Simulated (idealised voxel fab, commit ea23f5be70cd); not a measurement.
process module | voxel transistor to metal
cross-section cut | 215 nm wide | cells 5 nm
A cross-section is a grid of square cells, given in bands from the top down. A band is one or more rows of cells.
Each band's line starts with the height of the band's top and of its bottom, in nm. Then come its materials from left to right, each with its width in nm. One material with "throughout" fills the band from edge to edge. "air" is empty space.
Height 0 is the level under which the wafer as received is all one material. The lowest band goes on downwards, as in "0 down".
A width such as "30 to 40" changes by the same amount from each row of cells to the next, from the band's top row to its bottom row.
"no change" after a step means that no cell of the cross-section changed.
closed voids: empty space of 8 cells or more with no open way to the top, each as width x height at its distance from the left edge, in nm
after a step's settings: what the simulator itself notes on the step
overlay nm, on a step with a mask: how far to the right of its planned place the mask lay; to the left if negative
plan
1 op RECEIVE | material Si
2 op CONFORMAL_DEP | material SiO2 | thk nm 5
3 op CONFORMAL_DEP | material SiN | thk nm 10
4 op PATTERN | tone cover | mask id ACTIVE | material resist | width nm 110 | thk nm 15 | overlay nm 0
5 op DIRECTIONAL_ETCH | etch materials SiN | depth nm 10
6 op DIRECTIONAL_ETCH | etch materials SiO2 | depth nm 5
7 op DIRECTIONAL_ETCH | etch materials Si | depth nm 20
8 op STRIP | etch materials resist
9 op OXIDIZE | depth nm 5
10 op FILL_DEP | material SiO2 | thk nm 15
11 op CMP | height nm 15
12 op SELECTIVE_ETCH | etch materials SiO2 | depth nm 5
13 op STRIP | etch materials SiN
14 op SELECTIVE_ETCH | etch materials SiO2 | depth nm 5
15 op OXIDIZE | depth nm 5
16 op DIRECTIONAL_DEP | material polySi | thk nm 30
17 op DIRECTIONAL_DEP | material SiCN | thk nm 10
18 op PATTERN | tone cover | mask id GATE | material resist | width nm 20 | thk nm 15 | overlay nm 0
19 op DIRECTIONAL_ETCH | etch materials SiCN | depth nm 20
20 op DIRECTIONAL_ETCH | etch materials polySi | depth nm 40
21 op STRIP | etch materials resist
22 op CONFORMAL_DEP | material SiN | thk nm 10
23 op DIRECTIONAL_ETCH | etch materials SiN | depth nm 10
24 op DIRECTIONAL_ETCH | etch materials SiO2 | depth nm 5
25 op DIRECTIONAL_ETCH | etch materials Si | depth nm 10
26 op EPI | material pSi | thk nm 10
27 op FILL_DEP | material SiO2 | thk nm 5
28 op CMP | height nm 40
29 op DIRECTIONAL_DEP | material SiO2 | thk nm 10
30 op PATTERN | tone open | mask id CONTACT | material resist | width nm 20 | pitch nm 80 | thk nm 20 | overlay nm 0
31 op DIRECTIONAL_ETCH | etch materials SiO2 | depth nm 55
32 op STRIP | etch materials resist
33 op CONFORMAL_DEP | material TiN | thk nm 5
34 op FILL_DEP | material Ru | thk nm 5
35 op CMP | height nm 50
36 op CONFORMAL_DEP | material SiCN | thk nm 5
37 op DIRECTIONAL_DEP | material lowk | thk nm 20
38 op PATTERN | tone open | mask id METAL_1 | material resist | width nm 20 | pitch nm 80 | thk nm 15 | overlay nm 0
39 op DIRECTIONAL_ETCH | etch materials lowk | depth nm 20
40 op DIRECTIONAL_ETCH | etch materials SiCN | depth nm 5
41 op STRIP | etch materials resist
42 op CONFORMAL_DEP | material TiN | thk nm 5
43 op FILL_DEP | material Cu | thk nm 10
44 op CMP | height nm 75
45 op CONFORMAL_DEP | material SiCN | thk nm 5
46 op DIRECTIONAL_DEP | material SiO2 | thk nm 35
47 op DIRECTIONAL_DEP | material aC | thk nm 15
48 op PATTERN | tone open | mask id METAL_2_HOLES | material resist | width nm 15 | pitch nm 80 | thk nm 35 | overlay nm 0
49 op DIRECTIONAL_ETCH | etch materials aC | depth nm 15
50 op STRIP | etch materials resist
51 op DIRECTIONAL_ETCH | etch materials SiO2 | depth nm 35
52 op STRIP | etch materials aC
53 op MASKED_ETCH | tone open | mask id METAL_2 | width nm 20 | pitch nm 80 | etch materials SiO2 | depth nm 20 | overlay nm 0
54 op MASKED_ETCH | tone open | mask id METAL_2 | width nm 20 | pitch nm 80 | etch materials SiCN | depth nm 5 | overlay nm 0
55 op CONFORMAL_DEP | material TiN | thk nm 5
56 op FILL_DEP | material Ru | thk nm 5
57 op CMP | height nm 115
58 op CONFORMAL_DEP | material SiCN | thk nm 5
first wafer, as planned
as received, after step 1
  0 down: Si throughout
  closed voids: none
after step 2
  5 to 0: SiO2 throughout
  below 0: unchanged
after step 3
  15 to 5: SiN throughout
  below 5: unchanged
after step 4
  30 to 15: air 50 | resist 110 | air 55
  below 15: unchanged
after step 5
  30 to 15: air 50 | resist 110 | air 55
  15 to 5: air 50 | SiN 110 | air 55
  below 5: unchanged
after step 6
  30 to 15: air 50 | resist 110 | air 55
  15 to 5: air 50 | SiN 110 | air 55
  5 to 0: air 50 | SiO2 110 | air 55
  below 0: unchanged
after step 7
  30 to 15: air 50 | resist 110 | air 55
  15 to 5: air 50 | SiN 110 | air 55
  5 to 0: air 50 | SiO2 110 | air 55
  0 to -20: air 50 | Si 110 | air 55
  below -20: unchanged
after step 8
  15 to 5: air 50 | SiN 110 | air 55
  below 5: unchanged
after step 9
  15 to 5: air 50 | SiN 110 | air 55
  5 to 0: air 50 | SiO2 110 | air 55
  0 to -20: air 50 | SiO2 5 | Si 100 | SiO2 5 | air 55
  -20 to -25: SiO2 55 | Si 100 | SiO2 60
  below -25: unchanged
after step 10
  30 to 15: SiO2 throughout
  15 to 5: SiO2 50 | SiN 110 | SiO2 55
  5 to 0: SiO2 throughout
  0 to -25: SiO2 55 | Si 100 | SiO2 60
  below -25: unchanged
after step 11
  15 to 5: SiO2 50 | SiN 110 | SiO2 55
  below 5: unchanged
after step 12
  15 to 10: air 50 | SiN 110 | air 55
  below 10: unchanged
after step 13
  10 to 5: SiO2 50 | air 110 | SiO2 55
  below 5: unchanged
after step 14
  5 to 0: SiO2 45 | air 120 | SiO2 50
  below 0: unchanged
after step 15
  5 to 0: SiO2 45 | air 120 | SiO2 50
  0 to -5: SiO2 throughout
  below -5: unchanged
after step 16
  35 to 30: polySi 45 | air 120 | polySi 50
  30 to 5: polySi throughout
  5 to 0: SiO2 45 | polySi 120 | SiO2 50
  below 0: unchanged
after step 17
  45 to 40: SiCN 45 | air 120 | SiCN 50
  40 to 35: SiCN throughout
  35 to 30: polySi 45 | SiCN 120 | polySi 50
  below 30: unchanged
after step 18
  60 to 45: air 95 | resist 20 | air 100
  45 to 40: SiCN 45 | air 50 | resist 20 | air 50 | SiCN 50
  below 40: unchanged
after step 19
  60 to 40: air 95 | resist 20 | air 100
  40 to 35: air 95 | SiCN 20 | air 100
  35 to 30: polySi 45 | air 50 | SiCN 20 | air 50 | polySi 50
  below 30: unchanged
after step 20
  60 to 40: air 95 | resist 20 | air 100
  40 to 30: air 95 | SiCN 20 | air 100
  30 to 5: air 95 | polySi 20 | air 100
  5 to 0: SiO2 45 | air 50 | polySi 20 | air 50 | SiO2 50
  below 0: unchanged
after step 21
  40 to 30: air 95 | SiCN 20 | air 100
  below 30: unchanged
after step 22
  50 to 40: air 85 | SiN 40 | air 90
  40 to 30: air 85 | SiN 10 | SiCN 20 | SiN 10 | air 90
  30 to 15: air 85 | SiN 10 | polySi 20 | SiN 10 | air 90
  15 to 10: SiN 55 | air 30 | SiN 10 | polySi 20 | SiN 10 | air 30 | SiN 60
  10 to 5: SiN 95 | polySi 20 | SiN 100
  5 to 0: SiO2 45 | SiN 50 | polySi 20 | SiN 50 | SiO2 50
  below 0: unchanged
after step 23
  40 to 30: air 85 | SiN 10 | SiCN 20 | SiN 10 | air 90
  30 to 5: air 85 | SiN 10 | polySi 20 | SiN 10 | air 90
  5 to 0: SiO2 45 | SiN 10 | air 30 | SiN 10 | polySi 20 | SiN 10 | air 30 | SiN 10 | SiO2 50
  below 0: unchanged
after step 24
  40 to 30: air 85 | SiN 10 | SiCN 20 | SiN 10 | air 90
  30 to 5: air 85 | SiN 10 | polySi 20 | SiN 10 | air 90
  5 to 0: air 45 | SiN 10 | air 30 | SiN 10 | polySi 20 | SiN 10 | air 30 | SiN 10 | air 50
  0 to -5: SiO2 55 | air 30 | SiO2 40 | air 30 | SiO2 60
  below -5: unchanged
after step 25
  40 to 30: air 85 | SiN 10 | SiCN 20 | SiN 10 | air 90
  30 to 5: air 85 | SiN 10 | polySi 20 | SiN 10 | air 90
  5 to 0: air 45 | SiN 10 | air 30 | SiN 10 | polySi 20 | SiN 10 | air 30 | SiN 10 | air 50
  0 to -5: SiO2 55 | air 30 | SiO2 40 | air 30 | SiO2 60
  -5 to -15: SiO2 55 | air 30 | Si 40 | air 30 | SiO2 60
  below -15: unchanged
after step 26
  40 to 30: air 85 | SiN 10 | SiCN 20 | SiN 10 | air 90
  30 to 5: air 85 | SiN 10 | polySi 20 | SiN 10 | air 90
  5 to 0: air 45 | SiN 10 | air 20 | pSi 10 | SiN 10 | polySi 20 | SiN 10 | pSi 10 | air 20 | SiN 10 | air 50
  0 to -5: SiO2 55 | air 20 | pSi 10 | SiO2 40 | pSi 10 | air 20 | SiO2 60
  -5 to -15: SiO2 55 | pSi 30 | Si 40 | pSi 30 | SiO2 60
  below -15: unchanged
after step 27
  45 to 40: SiO2 throughout
  40 to 30: SiO2 85 | SiN 10 | SiCN 20 | SiN 10 | SiO2 90
  30 to 5: SiO2 85 | SiN 10 | polySi 20 | SiN 10 | SiO2 90
  5 to 0: SiO2 45 | SiN 10 | SiO2 20 | pSi 10 | SiN 10 | polySi 20 | SiN 10 | pSi 10 | SiO2 20 | SiN 10 | SiO2 50
  0 to -5: SiO2 75 | pSi 10 | SiO2 40 | pSi 10 | SiO2 80
  below -5: unchanged
after step 28
  40 to 30: SiO2 85 | SiN 10 | SiCN 20 | SiN 10 | SiO2 90
  below 30: unchanged
after step 29
  50 to 40: SiO2 throughout
  below 40: unchanged
after step 30
  70 to 50: resist 55 | air 20 | resist 60 | air 20 | resist 60
  below 50: unchanged
after step 31
  70 to 50: resist 55 | air 20 | resist 60 | air 20 | resist 60
  50 to 40: SiO2 55 | air 20 | SiO2 60 | air 20 | SiO2 60
  40 to 30: SiO2 55 | air 20 | SiO2 10 | SiN 10 | SiCN 20 | SiN 10 | SiO2 10 | air 20 | SiO2 60
  30 to 5: SiO2 55 | air 20 | SiO2 10 | SiN 10 | polySi 20 | SiN 10 | SiO2 10 | air 20 | SiO2 60
  5 to 0: SiO2 45 | SiN 10 | air 20 | pSi 10 | SiN 10 | polySi 20 | SiN 10 | pSi 10 | air 20 | SiN 10 | SiO2 50
  0 to -5: SiO2 55 | air 20 | pSi 10 | SiO2 40 | pSi 10 | air 20 | SiO2 60
  below -5: unchanged
after step 32
  50 to 40: SiO2 55 | air 20 | SiO2 60 | air 20 | SiO2 60
  below 40: unchanged
after step 33
  55 to 50: TiN 60 | air 10 | TiN 70 | air 10 | TiN 65
  50 to 40: SiO2 55 | TiN 5 | air 10 | TiN 5 | SiO2 60 | TiN 5 | air 10 | TiN 5 | SiO2 60
  40 to 30: SiO2 55 | TiN 5 | air 10 | TiN 5 | SiO2 10 | SiN 10 | SiCN 20 | SiN 10 | SiO2 10 | TiN 5 | air 10 | TiN 5 | SiO2 60
  30 to 5: SiO2 55 | TiN 5 | air 10 | TiN 5 | SiO2 10 | SiN 10 | polySi 20 | SiN 10 | SiO2 10 | TiN 5 | air 10 | TiN 5 | SiO2 60
  5 to 0: SiO2 45 | SiN 10 | TiN 5 | air 10 | TiN 5 | pSi 10 | SiN 10 | polySi 20 | SiN 10 | pSi 10 | TiN 5 | air 10 | TiN 5 | SiN 10 | SiO2 50
  0 to -5: SiO2 55 | TiN 20 | pSi 10 | SiO2 40 | pSi 10 | TiN 20 | SiO2 60
  below -5: unchanged
after step 34
  60 to 55: Ru throughout
  55 to 50: TiN 60 | Ru 10 | TiN 70 | Ru 10 | TiN 65
  50 to 40: SiO2 55 | TiN 5 | Ru 10 | TiN 5 | SiO2 60 | TiN 5 | Ru 10 | TiN 5 | SiO2 60
  40 to 30: SiO2 55 | TiN 5 | Ru 10 | TiN 5 | SiO2 10 | SiN 10 | SiCN 20 | SiN 10 | SiO2 10 | TiN 5 | Ru 10 | TiN 5 | SiO2 60
  30 to 5: SiO2 55 | TiN 5 | Ru 10 | TiN 5 | SiO2 10 | SiN 10 | polySi 20 | SiN 10 | SiO2 10 | TiN 5 | Ru 10 | TiN 5 | SiO2 60
  5 to 0: SiO2 45 | SiN 10 | TiN 5 | Ru 10 | TiN 5 | pSi 10 | SiN 10 | polySi 20 | SiN 10 | pSi 10 | TiN 5 | Ru 10 | TiN 5 | SiN 10 | SiO2 50
  below 0: unchanged
after step 35
  50 to 40: SiO2 55 | TiN 5 | Ru 10 | TiN 5 | SiO2 60 | TiN 5 | Ru 10 | TiN 5 | SiO2 60
  below 40: unchanged
after step 36
  55 to 50: SiCN throughout
  below 50: unchanged
after step 37
  75 to 55: lowk throughout
  below 55: unchanged
after step 38
  90 to 75: resist 55 | air 20 | resist 60 | air 20 | resist 60
  below 75: unchanged
after step 39
  90 to 75: resist 55 | air 20 | resist 60 | air 20 | resist 60
  75 to 55: lowk 55 | air 20 | lowk 60 | air 20 | lowk 60
  below 55: unchanged
after step 40
  90 to 75: resist 55 | air 20 | resist 60 | air 20 | resist 60
  75 to 55: lowk 55 | air 20 | lowk 60 | air 20 | lowk 60
  55 to 50: SiCN 55 | air 20 | SiCN 60 | air 20 | SiCN 60
  below 50: unchanged
after step 41
  75 to 55: lowk 55 | air 20 | lowk 60 | air 20 | lowk 60
  below 55: unchanged
after step 42
  80 to 75: TiN 60 | air 10 | TiN 70 | air 10 | TiN 65
  75 to 55: lowk 55 | TiN 5 | air 10 | TiN 5 | lowk 60 | TiN 5 | air 10 | TiN 5 | lowk 60
  55 to 50: SiCN 55 | TiN 20 | SiCN 60 | TiN 20 | SiCN 60
  below 50: unchanged
after step 43
  90 to 80: Cu throughout
  80 to 75: TiN 60 | Cu 10 | TiN 70 | Cu 10 | TiN 65
  75 to 55: lowk 55 | TiN 5 | Cu 10 | TiN 5 | lowk 60 | TiN 5 | Cu 10 | TiN 5 | lowk 60
  below 55: unchanged
after step 44
  75 to 55: lowk 55 | TiN 5 | Cu 10 | TiN 5 | lowk 60 | TiN 5 | Cu 10 | TiN 5 | lowk 60
  below 55: unchanged
after step 45
  80 to 75: SiCN throughout
  below 75: unchanged
after step 46
  115 to 80: SiO2 throughout
  below 80: unchanged
after step 47
  130 to 115: aC throughout
  below 115: unchanged
after step 48
  165 to 130: resist 55 | air 15 | resist 65 | air 15 | resist 65
  below 130: unchanged
after step 49
  150 to 130: resist 55 | air 15 | resist 65 | air 15 | resist 65
  130 to 115: aC 55 | air 15 | aC 65 | air 15 | aC 65
  below 115: unchanged
after step 50
  130 to 115: aC 55 | air 15 | aC 65 | air 15 | aC 65
  below 115: unchanged
after step 51
  130 to 115: aC 55 | air 15 | aC 65 | air 15 | aC 65
  115 to 80: SiO2 55 | air 15 | SiO2 65 | air 15 | SiO2 65
  below 80: unchanged
after step 52
  115 to 80: SiO2 55 | air 15 | SiO2 65 | air 15 | SiO2 65
  below 80: unchanged
after step 53
  115 to 95: SiO2 55 | air 20 | SiO2 60 | air 20 | SiO2 60
  below 95: unchanged
after step 54
  115 to 95: SiO2 55 | air 20 | SiO2 60 | air 20 | SiO2 60
  95 to 80: SiO2 55 | air 15 | SiO2 65 | air 15 | SiO2 65
  80 to 75: SiCN 55 | air 15 | SiCN 65 | air 15 | SiCN 65
  below 75: unchanged
after step 55
  120 to 115: TiN 60 | air 10 | TiN 70 | air 10 | TiN 65
  115 to 100: SiO2 55 | TiN 5 | air 10 | TiN 5 | SiO2 60 | TiN 5 | air 10 | TiN 5 | SiO2 60
  100 to 95: SiO2 55 | TiN 5 | air 5 | TiN 10 | SiO2 60 | TiN 5 | air 5 | TiN 10 | SiO2 60
  95 to 80: SiO2 55 | TiN 5 | air 5 | TiN 5 | SiO2 65 | TiN 5 | air 5 | TiN 5 | SiO2 65
  80 to 75: SiCN 55 | TiN 15 | SiCN 65 | TiN 15 | SiCN 65
  below 75: unchanged
after step 56
  125 to 120: Ru throughout
  120 to 115: TiN 60 | Ru 10 | TiN 70 | Ru 10 | TiN 65
  115 to 100: SiO2 55 | TiN 5 | Ru 10 | TiN 5 | SiO2 60 | TiN 5 | Ru 10 | TiN 5 | SiO2 60
  100 to 95: SiO2 55 | TiN 5 | Ru 5 | TiN 10 | SiO2 60 | TiN 5 | Ru 5 | TiN 10 | SiO2 60
  95 to 80: SiO2 55 | TiN 5 | Ru 5 | TiN 5 | SiO2 65 | TiN 5 | Ru 5 | TiN 5 | SiO2 65
  below 80: unchanged
after step 57
  115 to 100: SiO2 55 | TiN 5 | Ru 10 | TiN 5 | SiO2 60 | TiN 5 | Ru 10 | TiN 5 | SiO2 60
  below 100: unchanged
after step 58
  120 to 115: SiCN throughout
  below 115: unchanged
second wafer: like start, like plan, one mistake. Through step 15 it matches the first wafer
when step 16 should have ended
  40 to 35: polySi 45 | air 120 | polySi 50
  35 to 5: polySi throughout
  5 to 0: SiO2 45 | polySi 120 | SiO2 50
  below 0: unchanged
when step 17 should have ended
  50 to 45: SiCN 45 | air 120 | SiCN 50
  45 to 40: SiCN throughout
  40 to 35: polySi 45 | SiCN 120 | polySi 50
  below 35: unchanged
when step 18 should have ended
  65 to 50: air 95 | resist 20 | air 100
  50 to 45: SiCN 45 | air 50 | resist 20 | air 50 | SiCN 50
  below 45: unchanged
when step 19 should have ended
  65 to 45: air 95 | resist 20 | air 100
  45 to 40: air 95 | SiCN 20 | air 100
  40 to 35: polySi 45 | air 50 | SiCN 20 | air 50 | polySi 50
  below 35: unchanged
when step 20 should have ended
  65 to 45: air 95 | resist 20 | air 100
  45 to 35: air 95 | SiCN 20 | air 100
  35 to 5: air 95 | polySi 20 | air 100
  5 to 0: SiO2 45 | air 50 | polySi 20 | air 50 | SiO2 50
  below 0: unchanged
when step 21 should have ended
  45 to 35: air 95 | SiCN 20 | air 100
  below 35: unchanged
when step 22 should have ended
  55 to 45: air 85 | SiN 40 | air 90
  45 to 35: air 85 | SiN 10 | SiCN 20 | SiN 10 | air 90
  35 to 15: air 85 | SiN 10 | polySi 20 | SiN 10 | air 90
  15 to 10: SiN 55 | air 30 | SiN 10 | polySi 20 | SiN 10 | air 30 | SiN 60
  10 to 5: SiN 95 | polySi 20 | SiN 100
  5 to 0: SiO2 45 | SiN 50 | polySi 20 | SiN 50 | SiO2 50
  below 0: unchanged
when step 23 should have ended
  45 to 35: air 85 | SiN 10 | SiCN 20 | SiN 10 | air 90
  35 to 5: air 85 | SiN 10 | polySi 20 | SiN 10 | air 90
  5 to 0: SiO2 45 | SiN 10 | air 30 | SiN 10 | polySi 20 | SiN 10 | air 30 | SiN 10 | SiO2 50
  below 0: unchanged
when step 24 should have ended
  45 to 35: air 85 | SiN 10 | SiCN 20 | SiN 10 | air 90
  35 to 5: air 85 | SiN 10 | polySi 20 | SiN 10 | air 90
  5 to 0: air 45 | SiN 10 | air 30 | SiN 10 | polySi 20 | SiN 10 | air 30 | SiN 10 | air 50
  0 to -5: SiO2 55 | air 30 | SiO2 40 | air 30 | SiO2 60
  below -5: unchanged
when step 25 should have ended
  45 to 35: air 85 | SiN 10 | SiCN 20 | SiN 10 | air 90
  35 to 5: air 85 | SiN 10 | polySi 20 | SiN 10 | air 90
  5 to 0: air 45 | SiN 10 | air 30 | SiN 10 | polySi 20 | SiN 10 | air 30 | SiN 10 | air 50
  0 to -5: SiO2 55 | air 30 | SiO2 40 | air 30 | SiO2 60
  -5 to -15: SiO2 55 | air 30 | Si 40 | air 30 | SiO2 60
  below -15: unchanged
when step 26 should have ended
  45 to 35: air 85 | SiN 10 | SiCN 20 | SiN 10 | air 90
  35 to 5: air 85 | SiN 10 | polySi 20 | SiN 10 | air 90
  5 to 0: air 45 | SiN 10 | air 20 | pSi 10 | SiN 10 | polySi 20 | SiN 10 | pSi 10 | air 20 | SiN 10 | air 50
  0 to -5: SiO2 55 | air 20 | pSi 10 | SiO2 40 | pSi 10 | air 20 | SiO2 60
  -5 to -15: SiO2 55 | pSi 30 | Si 40 | pSi 30 | SiO2 60
  below -15: unchanged
when step 27 should have ended
  50 to 45: SiO2 throughout
  45 to 35: SiO2 85 | SiN 10 | SiCN 20 | SiN 10 | SiO2 90
  35 to 5: SiO2 85 | SiN 10 | polySi 20 | SiN 10 | SiO2 90
  5 to 0: SiO2 45 | SiN 10 | SiO2 20 | pSi 10 | SiN 10 | polySi 20 | SiN 10 | pSi 10 | SiO2 20 | SiN 10 | SiO2 50
  0 to -5: SiO2 75 | pSi 10 | SiO2 40 | pSi 10 | SiO2 80
  below -5: unchanged
when step 28 should have ended
  40 to 35: SiO2 85 | SiN 10 | SiCN 20 | SiN 10 | SiO2 90
  below 35: unchanged
when step 29 should have ended
  50 to 40: SiO2 throughout
  below 40: unchanged
when step 30 should have ended
  70 to 50: resist 55 | air 20 | resist 60 | air 20 | resist 60
  below 50: unchanged
when step 31 should have ended
  70 to 50: resist 55 | air 20 | resist 60 | air 20 | resist 60
  50 to 40: SiO2 55 | air 20 | SiO2 60 | air 20 | SiO2 60
  40 to 35: SiO2 55 | air 20 | SiO2 10 | SiN 10 | SiCN 20 | SiN 10 | SiO2 10 | air 20 | SiO2 60
  35 to 5: SiO2 55 | air 20 | SiO2 10 | SiN 10 | polySi 20 | SiN 10 | SiO2 10 | air 20 | SiO2 60
  5 to 0: SiO2 45 | SiN 10 | air 20 | pSi 10 | SiN 10 | polySi 20 | SiN 10 | pSi 10 | air 20 | SiN 10 | SiO2 50
  0 to -5: SiO2 55 | air 20 | pSi 10 | SiO2 40 | pSi 10 | air 20 | SiO2 60
  below -5: unchanged
when step 32 should have ended
  50 to 40: SiO2 55 | air 20 | SiO2 60 | air 20 | SiO2 60
  below 40: unchanged
when step 33 should have ended
  55 to 50: TiN 60 | air 10 | TiN 70 | air 10 | TiN 65
  50 to 40: SiO2 55 | TiN 5 | air 10 | TiN 5 | SiO2 60 | TiN 5 | air 10 | TiN 5 | SiO2 60
  40 to 35: SiO2 55 | TiN 5 | air 10 | TiN 5 | SiO2 10 | SiN 10 | SiCN 20 | SiN 10 | SiO2 10 | TiN 5 | air 10 | TiN 5 | SiO2 60
  35 to 5: SiO2 55 | TiN 5 | air 10 | TiN 5 | SiO2 10 | SiN 10 | polySi 20 | SiN 10 | SiO2 10 | TiN 5 | air 10 | TiN 5 | SiO2 60
  5 to 0: SiO2 45 | SiN 10 | TiN 5 | air 10 | TiN 5 | pSi 10 | SiN 10 | polySi 20 | SiN 10 | pSi 10 | TiN 5 | air 10 | TiN 5 | SiN 10 | SiO2 50
  0 to -5: SiO2 55 | TiN 20 | pSi 10 | SiO2 40 | pSi 10 | TiN 20 | SiO2 60
  below -5: unchanged
when step 34 should have ended
  60 to 55: Ru throughout
  55 to 50: TiN 60 | Ru 10 | TiN 70 | Ru 10 | TiN 65
  50 to 40: SiO2 55 | TiN 5 | Ru 10 | TiN 5 | SiO2 60 | TiN 5 | Ru 10 | TiN 5 | SiO2 60
  40 to 35: SiO2 55 | TiN 5 | Ru 10 | TiN 5 | SiO2 10 | SiN 10 | SiCN 20 | SiN 10 | SiO2 10 | TiN 5 | Ru 10 | TiN 5 | SiO2 60
  35 to 5: SiO2 55 | TiN 5 | Ru 10 | TiN 5 | SiO2 10 | SiN 10 | polySi 20 | SiN 10 | SiO2 10 | TiN 5 | Ru 10 | TiN 5 | SiO2 60
  5 to 0: SiO2 45 | SiN 10 | TiN 5 | Ru 10 | TiN 5 | pSi 10 | SiN 10 | polySi 20 | SiN 10 | pSi 10 | TiN 5 | Ru 10 | TiN 5 | SiN 10 | SiO2 50
  below 0: unchanged
when step 35 should have ended
  50 to 40: SiO2 55 | TiN 5 | Ru 10 | TiN 5 | SiO2 60 | TiN 5 | Ru 10 | TiN 5 | SiO2 60
  below 40: unchanged
when step 36 should have ended
  55 to 50: SiCN throughout
  below 50: unchanged
when step 37 should have ended
  75 to 55: lowk throughout
  below 55: unchanged
when step 38 should have ended
  90 to 75: resist 55 | air 20 | resist 60 | air 20 | resist 60
  below 75: unchanged
when step 39 should have ended
  90 to 75: resist 55 | air 20 | resist 60 | air 20 | resist 60
  75 to 55: lowk 55 | air 20 | lowk 60 | air 20 | lowk 60
  below 55: unchanged
when step 40 should have ended
  90 to 75: resist 55 | air 20 | resist 60 | air 20 | resist 60
  75 to 55: lowk 55 | air 20 | lowk 60 | air 20 | lowk 60
  55 to 50: SiCN 55 | air 20 | SiCN 60 | air 20 | SiCN 60
  below 50: unchanged
when step 41 should have ended
  75 to 55: lowk 55 | air 20 | lowk 60 | air 20 | lowk 60
  below 55: unchanged
when step 42 should have ended
  80 to 75: TiN 60 | air 10 | TiN 70 | air 10 | TiN 65
  75 to 55: lowk 55 | TiN 5 | air 10 | TiN 5 | lowk 60 | TiN 5 | air 10 | TiN 5 | lowk 60
  55 to 50: SiCN 55 | TiN 20 | SiCN 60 | TiN 20 | SiCN 60
  below 50: unchanged
when step 43 should have ended
  90 to 80: Cu throughout
  80 to 75: TiN 60 | Cu 10 | TiN 70 | Cu 10 | TiN 65
  75 to 55: lowk 55 | TiN 5 | Cu 10 | TiN 5 | lowk 60 | TiN 5 | Cu 10 | TiN 5 | lowk 60
  below 55: unchanged
when step 44 should have ended
  75 to 55: lowk 55 | TiN 5 | Cu 10 | TiN 5 | lowk 60 | TiN 5 | Cu 10 | TiN 5 | lowk 60
  below 55: unchanged
when step 45 should have ended
  80 to 75: SiCN throughout
  below 75: unchanged
when step 46 should have ended
  115 to 80: SiO2 throughout
  below 80: unchanged
when step 47 should have ended
  130 to 115: aC throughout
  below 115: unchanged
when step 48 should have ended
  165 to 130: resist 55 | air 15 | resist 65 | air 15 | resist 65
  below 130: unchanged
when step 49 should have ended
  150 to 130: resist 55 | air 15 | resist 65 | air 15 | resist 65
  130 to 115: aC 55 | air 15 | aC 65 | air 15 | aC 65
  below 115: unchanged
when step 50 should have ended
  130 to 115: aC 55 | air 15 | aC 65 | air 15 | aC 65
  below 115: unchanged
when step 51 should have ended
  130 to 115: aC 55 | air 15 | aC 65 | air 15 | aC 65
  115 to 80: SiO2 55 | air 15 | SiO2 65 | air 15 | SiO2 65
  below 80: unchanged
when step 52 should have ended
  115 to 80: SiO2 55 | air 15 | SiO2 65 | air 15 | SiO2 65
  below 80: unchanged
when step 53 should have ended
  115 to 95: SiO2 55 | air 20 | SiO2 60 | air 20 | SiO2 60
  below 95: unchanged
when step 54 should have ended
  115 to 95: SiO2 55 | air 20 | SiO2 60 | air 20 | SiO2 60
  95 to 80: SiO2 55 | air 15 | SiO2 65 | air 15 | SiO2 65
  80 to 75: SiCN 55 | air 15 | SiCN 65 | air 15 | SiCN 65
  below 75: unchanged
when step 55 should have ended
  120 to 115: TiN 60 | air 10 | TiN 70 | air 10 | TiN 65
  115 to 100: SiO2 55 | TiN 5 | air 10 | TiN 5 | SiO2 60 | TiN 5 | air 10 | TiN 5 | SiO2 60
  100 to 95: SiO2 55 | TiN 5 | air 5 | TiN 10 | SiO2 60 | TiN 5 | air 5 | TiN 10 | SiO2 60
  95 to 80: SiO2 55 | TiN 5 | air 5 | TiN 5 | SiO2 65 | TiN 5 | air 5 | TiN 5 | SiO2 65
  80 to 75: SiCN 55 | TiN 15 | SiCN 65 | TiN 15 | SiCN 65
  below 75: unchanged
when step 56 should have ended
  125 to 120: Ru throughout
  120 to 115: TiN 60 | Ru 10 | TiN 70 | Ru 10 | TiN 65
  115 to 100: SiO2 55 | TiN 5 | Ru 10 | TiN 5 | SiO2 60 | TiN 5 | Ru 10 | TiN 5 | SiO2 60
  100 to 95: SiO2 55 | TiN 5 | Ru 5 | TiN 10 | SiO2 60 | TiN 5 | Ru 5 | TiN 10 | SiO2 60
  95 to 80: SiO2 55 | TiN 5 | Ru 5 | TiN 5 | SiO2 65 | TiN 5 | Ru 5 | TiN 5 | SiO2 65
  below 80: unchanged
when step 57 should have ended
  115 to 100: SiO2 55 | TiN 5 | Ru 10 | TiN 5 | SiO2 60 | TiN 5 | Ru 10 | TiN 5 | SiO2 60
  below 100: unchanged
when step 58 should have ended
  120 to 115: SiCN throughout
  below 115: unchanged
what went wrong: step 16 ran as: op DIRECTIONAL_DEP | material polySi | thk nm 35
at the end the second wafer has, in cells: 4 fewer of SiCN | 4 more of polySi
